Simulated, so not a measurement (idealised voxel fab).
Name of the process module below: voxel gate over fins
The width of the displayed cross-section, cut, is 275 nm; its cells are square, with a size of 5 nm.
Format of a cross-section: grid, square cells. Given as bands. Order: top down. Band: one or more rows of cells.
Per band: top height and bottom height in nm, followed by the left-to-right materials and their widths in nm; "full width" marks a single material spanning edge to edge, "air" marks empty space.
The reference from which all heights are counted is 0, the level beneath which the as-received wafer is entirely one material; the lowest band, having no lower bound, proceeds downward and is written after the example "0 nm and below".
Per-row width for "30 to 40": begins at first number (top row of band), ends at second number (bottom row), increment between rows held constant.
Take "nothing was modified" at face value: in the step it is given for, the cross-section changed in none of its cells.
Reported under the label "Cavities, sealed" are the empty spaces having no open way to the top and comprising 8 cells or more; the notation for each is width x height at distance, in which the distance is measured from the left edge and all three values are in nm.
Formally, on a step line, whatever follows the settings is a remark that the simulator itself makes on the step.
What "overlay nm" on a step's line means: if the step has a mask, that mask lay this far to the right of its planned place, or, when the value is negative, to the left.

### Steps in the process plan
1 op RECEIVE | material Si
2 op CONFORMAL_DEP | material SiN | thk nm 10
3 op DIRECTIONAL_DEP | material aC | thk nm 10
4 op PATTERN | tone cover | mask id FINS | material resist | width nm 15 | pitch nm 55 | thk nm 25 | overlay nm 0
5 op DIRECTIONAL_ETCH | etch materials aC | depth nm 10
6 op STRIP | etch materials resist
7 op DIRECTIONAL_ETCH | etch materials SiN | depth nm 10
8 op DIRECTIONAL_ETCH | etch materials Si | depth nm 40
9 op STRIP | etch materials aC
10 op OXIDIZE | depth nm 5
11 op FILL_DEP | material SiO2 | thk nm 5
12 op CMP | height nm 10
13 op PATTERN | tone open | mask id RAIL | material resist | width nm 15 | thk nm 15 | overlay nm 0
14 op DIRECTIONAL_ETCH | etch materials SiO2 | depth nm 45
15 op STRIP | etch materials resist
16 op CONFORMAL_DEP | material TiN | thk nm 5
17 op FILL_DEP | material W | thk nm 10
18 op CMP | height nm 10
19 op SELECTIVE_ETCH | etch materials W Ru TiN | depth nm 30
20 op FILL_DEP | material SiO2 | thk nm 5
21 op CMP | height nm 10
22 op SELECTIVE_ETCH | etch materials SiO2 | depth nm 25
23 op STRIP | etch materials SiN
24 op CONFORMAL_DEP | material HfO2 | thk nm 5
25 op CONFORMAL_DEP | material TiN | thk nm 5
26 op CONFORMAL_DEP | material TiAl | thk nm 5
27 op CONFORMAL_DEP | material TiN | thk nm 5
28 op FILL_DEP | material W | thk nm 10
29 op CMP | height nm 25
30 op CONFORMAL_DEP | material SiN | thk nm 5

### First of two wafers, processed according to plan

### Here's what the wafer looked like in cross-section when it arrived - that's after step 1
    0 nm and below | Si full width
    Cavities, sealed: none

### Cross-section: wafer state after step 2
    10 nm to 0 nm | SiN full width
    Heights below 0 show no change.

### Cross-section: wafer state after step 3
    20 nm to 10 nm | aC full width
    Heights below 10 show no change.

### Cross-section: wafer state after step 4
    45 nm to 20 nm | air (75), then resist (15), then air (40), then resist (15), then air (40), then resist (15), then air (75)
    Heights below 20 show no change.

### Cross-section: wafer state after step 5
    35 nm to 20 nm | air (75), then resist (15), then air (40), then resist (15), then air (40), then resist (15), then air (75)
    20 nm to 10 nm | air (75), then aC (15), then air (40), then aC (15), then air (40), then aC (15), then air (75)
    Heights below 10 show no change.

### Cross-section: wafer state after step 6
    20 nm to 10 nm | air (75), then aC (15), then air (40), then aC (15), then air (40), then aC (15), then air (75)
    Heights below 10 show no change.

### Cross-section: wafer state after step 7
    20 nm to 10 nm | air (75), then aC (15), then air (40), then aC (15), then air (40), then aC (15), then air (75)
    10 nm to 0 nm | air (75), then SiN (15), then air (40), then SiN (15), then air (40), then SiN (15), then air (75)
    Heights below 0 show no change.

### Cross-section: wafer state after step 8
    20 nm to 10 nm | air (75), then aC (15), then air (40), then aC (15), then air (40), then aC (15), then air (75)
    10 nm to 0 nm | air (75), then SiN (15), then air (40), then SiN (15), then air (40), then SiN (15), then air (75)
    0 nm to -40 nm | air (75), then Si (15), then air (40), then Si (15), then air (40), then Si (15), then air (75)
    Heights below -40 show no change.

### Cross-section: wafer state after step 9
    10 nm to 0 nm | air (75), then SiN (15), then air (40), then SiN (15), then air (40), then SiN (15), then air (75)
    Heights below 0 show no change.

### Cross-section: wafer state after step 10
    10 nm to 0 nm | air (75), then SiN (15), then air (40), then SiN (15), then air (40), then SiN (15), then air (75)
    0 nm to -40 nm | air (75), then SiO2 (5), then Si (5), then SiO2 (5), then air (40), then SiO2 (5), then Si (5), then SiO2 (5), then air (40), then SiO2 (5), then Si (5), then SiO2 (5), then air (75)
    -40 nm to -45 nm | SiO2 (80), then Si (5), then SiO2 (50), then Si (5), then SiO2 (50), then Si (5), then SiO2 (80)
    Heights below -45 show no change.

### Cross-section: wafer state after step 11
    15 nm to 10 nm | SiO2 full width
    10 nm to 0 nm | SiO2 (75), then SiN (15), then SiO2 (40), then SiN (15), then SiO2 (40), then SiN (15), then SiO2 (75)
    0 nm to -45 nm | SiO2 (80), then Si (5), then SiO2 (50), then Si (5), then SiO2 (50), then Si (5), then SiO2 (80)
    Heights below -45 show no change.

### Cross-section: wafer state after step 12
    10 nm to 0 nm | SiO2 (75), then SiN (15), then SiO2 (40), then SiN (15), then SiO2 (40), then SiN (15), then SiO2 (75)
    Heights below 0 show no change.

### Cross-section: wafer state after step 13
    25 nm to 10 nm | resist (100), then air (15), then resist (160)
    Heights below 10 show no change.

### Cross-section: wafer state after step 14
    25 nm to 10 nm | resist (100), then air (15), then resist (160)
    10 nm to 0 nm | SiO2 (75), then SiN (15), then SiO2 (10), then air (15), then SiO2 (15), then SiN (15), then SiO2 (40), then SiN (15), then SiO2 (75)
    0 nm to -35 nm | SiO2 (80), then Si (5), then SiO2 (15), then air (15), then SiO2 (20), then Si (5), then SiO2 (50), then Si (5), then SiO2 (80)
    Heights below -35 show no change.

### Cross-section: wafer state after step 15
    10 nm to 0 nm | SiO2 (75), then SiN (15), then SiO2 (10), then air (15), then SiO2 (15), then SiN (15), then SiO2 (40), then SiN (15), then SiO2 (75)
    Heights below 0 show no change.

### Cross-section: wafer state after step 16
    15 nm to 10 nm | TiN (105), then air (5), then TiN (165)
    10 nm to 0 nm | SiO2 (75), then SiN (15), then SiO2 (10), then TiN (5), then air (5), then TiN (5), then SiO2 (15), then SiN (15), then SiO2 (40), then SiN (15), then SiO2 (75)
    0 nm to -30 nm | SiO2 (80), then Si (5), then SiO2 (15), then TiN (5), then air (5), then TiN (5), then SiO2 (20), then Si (5), then SiO2 (50), then Si (5), then SiO2 (80)
    -30 nm to -35 nm | SiO2 (80), then Si (5), then SiO2 (15), then TiN (15), then SiO2 (20), then Si (5), then SiO2 (50), then Si (5), then SiO2 (80)
    Heights below -35 show no change.

### Cross-section: wafer state after step 17
    25 nm to 15 nm | W full width
    15 nm to 10 nm | TiN (105), then W (5), then TiN (165)
    10 nm to 0 nm | SiO2 (75), then SiN (15), then SiO2 (10), then TiN (5), then W (5), then TiN (5), then SiO2 (15), then SiN (15), then SiO2 (40), then SiN (15), then SiO2 (75)
    0 nm to -30 nm | SiO2 (80), then Si (5), then SiO2 (15), then TiN (5), then W (5), then TiN (5), then SiO2 (20), then Si (5), then SiO2 (50), then Si (5), then SiO2 (80)
    Heights below -30 show no change.

### Cross-section: wafer state after step 18
    10 nm to 0 nm | SiO2 (75), then SiN (15), then SiO2 (10), then TiN (5), then W (5), then TiN (5), then SiO2 (15), then SiN (15), then SiO2 (40), then SiN (15), then SiO2 (75)
    Heights below 0 show no change.

### Cross-section: wafer state after step 19
    10 nm to 0 nm | SiO2 (75), then SiN (15), then SiO2 (10), then air (15), then SiO2 (15), then SiN (15), then SiO2 (40), then SiN (15), then SiO2 (75)
    0 nm to -20 nm | SiO2 (80), then Si (5), then SiO2 (15), then air (15), then SiO2 (20), then Si (5), then SiO2 (50), then Si (5), then SiO2 (80)
    Heights below -20 show no change.

### Cross-section: wafer state after step 20
    15 nm to 10 nm | SiO2 full width
    10 nm to 0 nm | SiO2 (75), then SiN (15), then SiO2 (40), then SiN (15), then SiO2 (40), then SiN (15), then SiO2 (75)
    0 nm to -20 nm | SiO2 (80), then Si (5), then SiO2 (50), then Si (5), then SiO2 (50), then Si (5), then SiO2 (80)
    Heights below -20 show no change.

### Cross-section: wafer state after step 21
    10 nm to 0 nm | SiO2 (75), then SiN (15), then SiO2 (40), then SiN (15), then SiO2 (40), then SiN (15), then SiO2 (75)
    Heights below 0 show no change.

### Cross-section: wafer state after step 22
    10 nm to 0 nm | air (75), then SiN (15), then air (40), then SiN (15), then air (40), then SiN (15), then air (75)
    0 nm to -15 nm | air (80), then Si (5), then air (50), then Si (5), then air (50), then Si (5), then air (80)
    Heights below -15 show no change.

### Cross-section: wafer state after step 23
    0 nm to -15 nm | air (80), then Si (5), then air (50), then Si (5), then air (50), then Si (5), then air (80)
    Heights below -15 show no change.

### Cross-section: wafer state after step 24
    5 nm to 0 nm | air (75), then HfO2 (15), then air (40), then HfO2 (15), then air (40), then HfO2 (15), then air (75)
    0 nm to -10 nm | air (75), then HfO2 (5), then Si (5), then HfO2 (5), then air (40), then HfO2 (5), then Si (5), then HfO2 (5), then air (40), then HfO2 (5), then Si (5), then HfO2 (5), then air (75)
    -10 nm to -15 nm | HfO2 (80), then Si (5), then HfO2 (50), then Si (5), then HfO2 (50), then Si (5), then HfO2 (80)
    Heights below -15 show no change.

### Cross-section: wafer state after step 25
    10 nm to 5 nm | air (70), then TiN (25), then air (30), then TiN (25), then air (30), then TiN (25), then air (70)
    5 nm to 0 nm | air (70), then TiN (5), then HfO2 (15), then TiN (5), then air (30), then TiN (5), then HfO2 (15), then TiN (5), then air (30), then TiN (5), then HfO2 (15), then TiN (5), then air (70)
    0 nm to -5 nm | air (70), then TiN (5), then HfO2 (5), then Si (5), then HfO2 (5), then TiN (5), then air (30), then TiN (5), then HfO2 (5), then Si (5), then HfO2 (5), then TiN (5), then air (30), then TiN (5), then HfO2 (5), then Si (5), then HfO2 (5), then TiN (5), then air (70)
    -5 nm to -10 nm | TiN (75), then HfO2 (5), then Si (5), then HfO2 (5), then TiN (40), then HfO2 (5), then Si (5), then HfO2 (5), then TiN (40), then HfO2 (5), then Si (5), then HfO2 (5), then TiN (75)
    Heights below -10 show no change.

### Cross-section: wafer state after step 26
    15 nm to 10 nm | air (65), then TiAl (35), then air (20), then TiAl (35), then air (20), then TiAl (35), then air (65)
    10 nm to 5 nm | air (65), then TiAl (5), then TiN (25), then TiAl (5), then air (20), then TiAl (5), then TiN (25), then TiAl (5), then air (20), then TiAl (5), then TiN (25), then TiAl (5), then air (65)
    5 nm to 0 nm | air (65), then TiAl (5), then TiN (5), then HfO2 (15), then TiN (5), then TiAl (5), then air (20), then TiAl (5), then TiN (5), then HfO2 (15), then TiN (5), then TiAl (5), then air (20), then TiAl (5), then TiN (5), then HfO2 (15), then TiN (5), then TiAl (5), then air (65)
    0 nm to -5 nm | TiAl (70), then TiN (5), then HfO2 (5), then Si (5), then HfO2 (5), then TiN (5), then TiAl (30), then TiN (5), then HfO2 (5), then Si (5), then HfO2 (5), then TiN (5), then TiAl (30), then TiN (5), then HfO2 (5), then Si (5), then HfO2 (5), then TiN (5), then TiAl (70)
    Heights below -5 show no change.

### Cross-section: wafer state after step 27
    20 nm to 15 nm | air (60), then TiN (45), then air (10), then TiN (45), then air (10), then TiN (45), then air (60)
    15 nm to 10 nm | air (60), then TiN (5), then TiAl (35), then TiN (5), then air (10), then TiN (5), then TiAl (35), then TiN (5), then air (10), then TiN (5), then TiAl (35), then TiN (5), then air (60)
    10 nm to 5 nm | air (60), then TiN (5), then TiAl (5), then TiN (25), then TiAl (5), then TiN (5), then air (10), then TiN (5), then TiAl (5), then TiN (25), then TiAl (5), then TiN (5), then air (10), then TiN (5), then TiAl (5), then TiN (25), then TiAl (5), then TiN (5), then air (60)
    5 nm to 0 nm | TiN (65), then TiAl (5), then TiN (5), then HfO2 (15), then TiN (5), then TiAl (5), then TiN (20), then TiAl (5), then TiN (5), then HfO2 (15), then TiN (5), then TiAl (5), then TiN (20), then TiAl (5), then TiN (5), then HfO2 (15), then TiN (5), then TiAl (5), then TiN (65)
    Heights below 0 show no change.

### Cross-section: wafer state after step 28
    30 nm to 20 nm | W full width
    20 nm to 15 nm | W (60), then TiN (45), then W (10), then TiN (45), then W (10), then TiN (45), then W (60)
    15 nm to 10 nm | W (60), then TiN (5), then TiAl (35), then TiN (5), then W (10), then TiN (5), then TiAl (35), then TiN (5), then W (10), then TiN (5), then TiAl (35), then TiN (5), then W (60)
    10 nm to 5 nm | W (60), then TiN (5), then TiAl (5), then TiN (25), then TiAl (5), then TiN (5), then W (10), then TiN (5), then TiAl (5), then TiN (25), then TiAl (5), then TiN (5), then W (10), then TiN (5), then TiAl (5), then TiN (25), then TiAl (5), then TiN (5), then W (60)
    Heights below 5 show no change.

### Cross-section: wafer state after step 29
    25 nm to 20 nm | W full width
    Heights below 20 show no change.

### Cross-section: wafer state after step 30
    30 nm to 25 nm | SiN full width
    Heights below 25 show no change.

### For the second wafer, take the first wafer's start and plan, then add one mistake made in running it; everything through step 3, that step included, is shared with the first

### when step 4 should have ended
    45 nm to 20 nm | air (80), then resist (15), then air (40), then resist (15), then air (40), then resist (15), then air (70)
    Heights below 20 show no change.

### when step 5 should have ended
    35 nm to 20 nm | air (80), then resist (15), then air (40), then resist (15), then air (40), then resist (15), then air (70)
    20 nm to 10 nm | air (80), then aC (15), then air (40), then aC (15), then air (40), then aC (15), then air (70)
    Heights below 10 show no change.

### when step 6 should have ended
    20 nm to 10 nm | air (80), then aC (15), then air (40), then aC (15), then air (40), then aC (15), then air (70)
    Heights below 10 show no change.

### when step 7 should have ended
    20 nm to 10 nm | air (80), then aC (15), then air (40), then aC (15), then air (40), then aC (15), then air (70)
    10 nm to 0 nm | air (80), then SiN (15), then air (40), then SiN (15), then air (40), then SiN (15), then air (70)
    Heights below 0 show no change.

### when step 8 should have ended
    20 nm to 10 nm | air (80), then aC (15), then air (40), then aC (15), then air (40), then aC (15), then air (70)
    10 nm to 0 nm | air (80), then SiN (15), then air (40), then SiN (15), then air (40), then SiN (15), then air (70)
    0 nm to -40 nm | air (80), then Si (15), then air (40), then Si (15), then air (40), then Si (15), then air (70)
    Heights below -40 show no change.

### when step 9 should have ended
    10 nm to 0 nm | air (80), then SiN (15), then air (40), then SiN (15), then air (40), then SiN (15), then air (70)
    Heights below 0 show no change.

### when step 10 should have ended
    10 nm to 0 nm | air (80), then SiN (15), then air (40), then SiN (15), then air (40), then SiN (15), then air (70)
    0 nm to -40 nm | air (80), then SiO2 (5), then Si (5), then SiO2 (5), then air (40), then SiO2 (5), then Si (5), then SiO2 (5), then air (40), then SiO2 (5), then Si (5), then SiO2 (5), then air (70)
    -40 nm to -45 nm | SiO2 (85), then Si (5), then SiO2 (50), then Si (5), then SiO2 (50), then Si (5), then SiO2 (75)
    Heights below -45 show no change.

### when step 11 should have ended
    15 nm to 10 nm | SiO2 full width
    10 nm to 0 nm | SiO2 (80), then SiN (15), then SiO2 (40), then SiN (15), then SiO2 (40), then SiN (15), then SiO2 (70)
    0 nm to -45 nm | SiO2 (85), then Si (5), then SiO2 (50), then Si (5), then SiO2 (50), then Si (5), then SiO2 (75)
    Heights below -45 show no change.

### when step 12 should have ended
    10 nm to 0 nm | SiO2 (80), then SiN (15), then SiO2 (40), then SiN (15), then SiO2 (40), then SiN (15), then SiO2 (70)
    Heights below 0 show no change.

### when step 13 should have ended
    25 nm to 10 nm | resist (100), then air (15), then resist (160)
    Heights below 10 show no change.

### when step 14 should have ended
    25 nm to 10 nm | resist (100), then air (15), then resist (160)
    10 nm to 0 nm | SiO2 (80), then SiN (15), then SiO2 (5), then air (15), then SiO2 (20), then SiN (15), then SiO2 (40), then SiN (15), then SiO2 (70)
    0 nm to -35 nm | SiO2 (85), then Si (5), then SiO2 (10), then air (15), then SiO2 (25), then Si (5), then SiO2 (50), then Si (5), then SiO2 (75)
    Heights below -35 show no change.

### when step 15 should have ended
    10 nm to 0 nm | SiO2 (80), then SiN (15), then SiO2 (5), then air (15), then SiO2 (20), then SiN (15), then SiO2 (40), then SiN (15), then SiO2 (70)
    Heights below 0 show no change.

### when step 16 should have ended
    15 nm to 10 nm | TiN (105), then air (5), then TiN (165)
    10 nm to 0 nm | SiO2 (80), then SiN (15), then SiO2 (5), then TiN (5), then air (5), then TiN (5), then SiO2 (20), then SiN (15), then SiO2 (40), then SiN (15), then SiO2 (70)
    0 nm to -30 nm | SiO2 (85), then Si (5), then SiO2 (10), then TiN (5), then air (5), then TiN (5), then SiO2 (25), then Si (5), then SiO2 (50), then Si (5), then SiO2 (75)
    -30 nm to -35 nm | SiO2 (85), then Si (5), then SiO2 (10), then TiN (15), then SiO2 (25), then Si (5), then SiO2 (50), then Si (5), then SiO2 (75)
    Heights below -35 show no change.

### when step 17 should have ended
    25 nm to 15 nm | W full width
    15 nm to 10 nm | TiN (105), then W (5), then TiN (165)
    10 nm to 0 nm | SiO2 (80), then SiN (15), then SiO2 (5), then TiN (5), then W (5), then TiN (5), then SiO2 (20), then SiN (15), then SiO2 (40), then SiN (15), then SiO2 (70)
    0 nm to -30 nm | SiO2 (85), then Si (5), then SiO2 (10), then TiN (5), then W (5), then TiN (5), then SiO2 (25), then Si (5), then SiO2 (50), then Si (5), then SiO2 (75)
    Heights below -30 show no change.

### when step 18 should have ended
    10 nm to 0 nm | SiO2 (80), then SiN (15), then SiO2 (5), then TiN (5), then W (5), then TiN (5), then SiO2 (20), then SiN (15), then SiO2 (40), then SiN (15), then SiO2 (70)
    Heights below 0 show no change.

### when step 19 should have ended
    10 nm to 0 nm | SiO2 (80), then SiN (15), then SiO2 (5), then air (15), then SiO2 (20), then SiN (15), then SiO2 (40), then SiN (15), then SiO2 (70)
    0 nm to -20 nm | SiO2 (85), then Si (5), then SiO2 (10), then air (15), then SiO2 (25), then Si (5), then SiO2 (50), then Si (5), then SiO2 (75)
    Heights below -20 show no change.

### when step 20 should have ended
    15 nm to 10 nm | SiO2 full width
    10 nm to 0 nm | SiO2 (80), then SiN (15), then SiO2 (40), then SiN (15), then SiO2 (40), then SiN (15), then SiO2 (70)
    0 nm to -20 nm | SiO2 (85), then Si (5), then SiO2 (50), then Si (5), then SiO2 (50), then Si (5), then SiO2 (75)
    Heights below -20 show no change.

### when step 21 should have ended
    10 nm to 0 nm | SiO2 (80), then SiN (15), then SiO2 (40), then SiN (15), then SiO2 (40), then SiN (15), then SiO2 (70)
    Heights below 0 show no change.

### when step 22 should have ended
    10 nm to 0 nm | air (80), then SiN (15), then air (40), then SiN (15), then air (40), then SiN (15), then air (70)
    0 nm to -15 nm | air (85), then Si (5), then air (50), then Si (5), then air (50), then Si (5), then air (75)
    Heights below -15 show no change.

### when step 23 should have ended
    0 nm to -15 nm | air (85), then Si (5), then air (50), then Si (5), then air (50), then Si (5), then air (75)
    Heights below -15 show no change.

### when step 24 should have ended
    5 nm to 0 nm | air (80), then HfO2 (15), then air (40), then HfO2 (15), then air (40), then HfO2 (15), then air (70)
    0 nm to -10 nm | air (80), then HfO2 (5), then Si (5), then HfO2 (5), then air (40), then HfO2 (5), then Si (5), then HfO2 (5), then air (40), then HfO2 (5), then Si (5), then HfO2 (5), then air (70)
    -10 nm to -15 nm | HfO2 (85), then Si (5), then HfO2 (50), then Si (5), then HfO2 (50), then Si (5), then HfO2 (75)
    Heights below -15 show no change.

### when step 25 should have ended
    10 nm to 5 nm | air (75), then TiN (25), then air (30), then TiN (25), then air (30), then TiN (25), then air (65)
    5 nm to 0 nm | air (75), then TiN (5), then HfO2 (15), then TiN (5), then air (30), then TiN (5), then HfO2 (15), then TiN (5), then air (30), then TiN (5), then HfO2 (15), then TiN (5), then air (65)
    0 nm to -5 nm | air (75), then TiN (5), then HfO2 (5), then Si (5), then HfO2 (5), then TiN (5), then air (30), then TiN (5), then HfO2 (5), then Si (5), then HfO2 (5), then TiN (5), then air (30), then TiN (5), then HfO2 (5), then Si (5), then HfO2 (5), then TiN (5), then air (65)
    -5 nm to -10 nm | TiN (80), then HfO2 (5), then Si (5), then HfO2 (5), then TiN (40), then HfO2 (5), then Si (5), then HfO2 (5), then TiN (40), then HfO2 (5), then Si (5), then HfO2 (5), then TiN (70)
    Heights below -10 show no change.

### when step 26 should have ended
    15 nm to 10 nm | air (70), then TiAl (35), then air (20), then TiAl (35), then air (20), then TiAl (35), then air (60)
    10 nm to 5 nm | air (70), then TiAl (5), then TiN (25), then TiAl (5), then air (20), then TiAl (5), then TiN (25), then TiAl (5), then air (20), then TiAl (5), then TiN (25), then TiAl (5), then air (60)
    5 nm to 0 nm | air (70), then TiAl (5), then TiN (5), then HfO2 (15), then TiN (5), then TiAl (5), then air (20), then TiAl (5), then TiN (5), then HfO2 (15), then TiN (5), then TiAl (5), then air (20), then TiAl (5), then TiN (5), then HfO2 (15), then TiN (5), then TiAl (5), then air (60)
    0 nm to -5 nm | TiAl (75), then TiN (5), then HfO2 (5), then Si (5), then HfO2 (5), then TiN (5), then TiAl (30), then TiN (5), then HfO2 (5), then Si (5), then HfO2 (5), then TiN (5), then TiAl (30), then TiN (5), then HfO2 (5), then Si (5), then HfO2 (5), then TiN (5), then TiAl (65)
    Heights below -5 show no change.

### when step 27 should have ended
    20 nm to 15 nm | air (65), then TiN (45), then air (10), then TiN (45), then air (10), then TiN (45), then air (55)
    15 nm to 10 nm | air (65), then TiN (5), then TiAl (35), then TiN (5), then air (10), then TiN (5), then TiAl (35), then TiN (5), then air (10), then TiN (5), then TiAl (35), then TiN (5), then air (55)
    10 nm to 5 nm | air (65), then TiN (5), then TiAl (5), then TiN (25), then TiAl (5), then TiN (5), then air (10), then TiN (5), then TiAl (5), then TiN (25), then TiAl (5), then TiN (5), then air (10), then TiN (5), then TiAl (5), then TiN (25), then TiAl (5), then TiN (5), then air (55)
    5 nm to 0 nm | TiN (70), then TiAl (5), then TiN (5), then HfO2 (15), then TiN (5), then TiAl (5), then TiN (20), then TiAl (5), then TiN (5), then HfO2 (15), then TiN (5), then TiAl (5), then TiN (20), then TiAl (5), then TiN (5), then HfO2 (15), then TiN (5), then TiAl (5), then TiN (60)
    Heights below 0 show no change.

### when step 28 should have ended
    30 nm to 20 nm | W full width
    20 nm to 15 nm | W (65), then TiN (45), then W (10), then TiN (45), then W (10), then TiN (45), then W (55)
    15 nm to 10 nm | W (65), then TiN (5), then TiAl (35), then TiN (5), then W (10), then TiN (5), then TiAl (35), then TiN (5), then W (10), then TiN (5), then TiAl (35), then TiN (5), then W (55)
    10 nm to 5 nm | W (65), then TiN (5), then TiAl (5), then TiN (25), then TiAl (5), then TiN (5), then W (10), then TiN (5), then TiAl (5), then TiN (25), then TiAl (5), then TiN (5), then W (10), then TiN (5), then TiAl (5), then TiN (25), then TiAl (5), then TiN (5), then W (55)
    Heights below 5 show no change.

### when step 29 should have ended
    25 nm to 20 nm | W full width
    Heights below 20 show no change.

### when step 30 should have ended
    30 nm to 25 nm | SiN full width
    Heights below 25 show no change.
Against the plan, the run slipped here: step 4 off recipe, ran as op PATTERN | tone cover | mask id FINS | material resist | width nm 15 | pitch nm 55 | thk nm 25 | overlay nm 5
At the close, every material occupies the same number of cells on the second wafer as on the first, only in different positions.
